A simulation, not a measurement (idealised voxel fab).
The name of this process module is voxel capacitor over wiring.
Square cells of 5 nm make up the cross-section cut, whose width is 295 nm.
Reading order for cross-sections: top band down to bottom band. Underlying form: a grid of square cells. Band size: one or more rows of cells. The band entry comprises the height of the band's top followed by the height of its bottom, expressed in nm, and subsequently the band's materials from left to right, each stated together with its width in nm. Where a single material is marked with the word "full width", that material fills the band from edge to edge. The word "air" represents empty space. The reference from which all heights are counted is 0, the level beneath which the as-received wafer is entirely one material; the lowest band, having no lower bound, proceeds downward and is written after the example "from 0 down". A width given as "30..40" starts at the first number in the band's top row and ends at the second number in its bottom row, shifting by an equal amount at every step from row to row. "no alteration" for a step: no cell of the cross-section changed in that step. For the entry "Closed empty spaces", the listed items are empty spaces with no open way to the top whose size is 8 cells or more; each item follows the pattern width x height at distance, where distance is from the left edge and all three are in nm. Step line, after settings: the simulator's comment on this step. For masked steps, "overlay nm" on the step line gives how far right of plan the mask actually lay; a minus sign means it lay to the left.

List of planned process steps
step 1: RECEIVE with material Si
step 2: CONFORMAL_DEP with material SiO2, thk nm 10
step 3: DIRECTIONAL_DEP with material TiN, thk nm 5
step 4: DIRECTIONAL_DEP with material Ru, thk nm 20
step 5: PATTERN with tone cover, mask id METAL_1, material resist, width nm 20, pitch nm 80, thk nm 15, overlay nm 0
step 6: DIRECTIONAL_ETCH with etch materials Ru, depth nm 20
step 7: DIRECTIONAL_ETCH with etch materials TiN, depth nm 5
step 8: STRIP with etch materials resist
step 9: CONFORMAL_DEP with material SiN, thk nm 5
step 10: FILL_DEP with material SiO2, thk nm 10
step 11: CMP with height nm 35
step 12: CONFORMAL_DEP with material SiCN, thk nm 5
step 13: DIRECTIONAL_DEP with material SiO2, thk nm 20
step 14: MASKED_ETCH with tone open, mask id PLUG_1, width nm 15, etch materials SiO2, depth nm 20, overlay nm 0
step 15: MASKED_ETCH with tone open, mask id PLUG_1, width nm 15, etch materials SiCN, depth nm 5, overlay nm 0
step 16: CONFORMAL_DEP with material TiN, thk nm 5
step 17: FILL_DEP with material W, thk nm 10
step 18: CMP with height nm 60
step 19: DIRECTIONAL_DEP with material TiN, thk nm 5
step 20: DIRECTIONAL_DEP with material Al2O3, thk nm 5
step 21: DIRECTIONAL_DEP with material TiN, thk nm 5
step 22: MASKED_ETCH with tone cover, mask id UPPER_PLATE, width nm 65, etch materials TiN, depth nm 5, overlay nm 0
step 23: MASKED_ETCH with tone cover, mask id UPPER_PLATE, width nm 65, etch materials Al2O3, depth nm 5, overlay nm 0
step 24: PATTERN with tone cover, mask id LOWER_PLATE, material resist, width nm 75, thk nm 20, overlay nm 0
step 25: DIRECTIONAL_ETCH with etch materials TiN, depth nm 5
step 26: STRIP with etch materials resist
step 27: FILL_DEP with material SiO2, thk nm 20
step 28: CMP with height nm 90
step 29: PATTERN with tone open, mask id PLUG_2, material resist, width nm 15, thk nm 20, overlay nm 0
step 30: DIRECTIONAL_ETCH with etch materials SiO2, depth nm 15
step 31: STRIP with etch materials resist
step 32: CONFORMAL_DEP with material TiN, thk nm 5
step 33: FILL_DEP with material Ru, thk nm 10
step 34: CMP with height nm 90
step 35: CONFORMAL_DEP with material SiCN, thk nm 5

As-received wafer cross-section (after step 1)
  from 0 down = Si full width
  Closed empty spaces: none

Wafer cross-section at module end: first of two, run to plan
  from 95 to 90 = SiCN full width
  from 90 to 80 = 110 SiO2; 5 TiN; 5 Ru; 5 TiN; 170 SiO2
  from 80 to 70 = 110..100 SiO2; 15..65 TiN; 170..130 SiO2
  from 70 to 65 = 100 SiO2; 65 Al2O3; 130 SiO2
  from 65 to 60 = 95 SiO2; 75 TiN; 125 SiO2
  from 60 to 40 = 100 SiO2; 5 TiN; 5 W; 5 TiN; 180 SiO2
  from 40 to 35 = 100 SiCN; 15 TiN; 180 SiCN
  from 35 to 15 = 90 SiO2; 5 SiN; 20 Ru; 5 SiN; 50 SiO2; 5 SiN; 20 Ru; 5 SiN; 95 SiO2
  from 15 to 10 = 95 SiN; 20 TiN; 60 SiN; 20 TiN; 100 SiN
  from 10 to 0 = SiO2 full width
  from 0 down = Si full width
  Closed empty spaces: none

Second of two wafers, module complete, sectioned: it shares the first wafer's start and plan but was run with one mistake
  from 95 to 90 = SiCN full width
  from 90 to 80 = 105 Ru; 5 TiN; 15 SiO2; 5 TiN; 165 Ru
  from 80 to 75 = 110 TiN; 15 SiO2; 170 TiN
  from 75 to 70 = 100 SiO2; 65 TiN; 130 SiO2
  from 70 to 65 = 100 SiO2; 65 Al2O3; 130 SiO2
  from 65 to 60 = 95 SiO2; 75 TiN; 125 SiO2
  from 60 to 40 = 100 SiO2; 5 TiN; 5 W; 5 TiN; 180 SiO2
  from 40 to 35 = 100 SiCN; 15 TiN; 180 SiCN
  from 35 to 15 = 90 SiO2; 5 SiN; 20 Ru; 5 SiN; 50 SiO2; 5 SiN; 20 Ru; 5 SiN; 95 SiO2
  from 15 to 10 = 95 SiN; 20 TiN; 60 SiN; 20 TiN; 100 SiN
  from 10 to 0 = SiO2 full width
  from 0 down = Si full width
  Closed empty spaces: none
Short version of what went wrong: step 29 was run on a setting that differed from the plan, and what really ran there is PATTERN with tone cover, mask id PLUG_2, material resist, width nm 15, thk nm 20, overlay nm 0
at the end the second wafer has, in cells: Ru +106; SiO2 -159; TiN +53
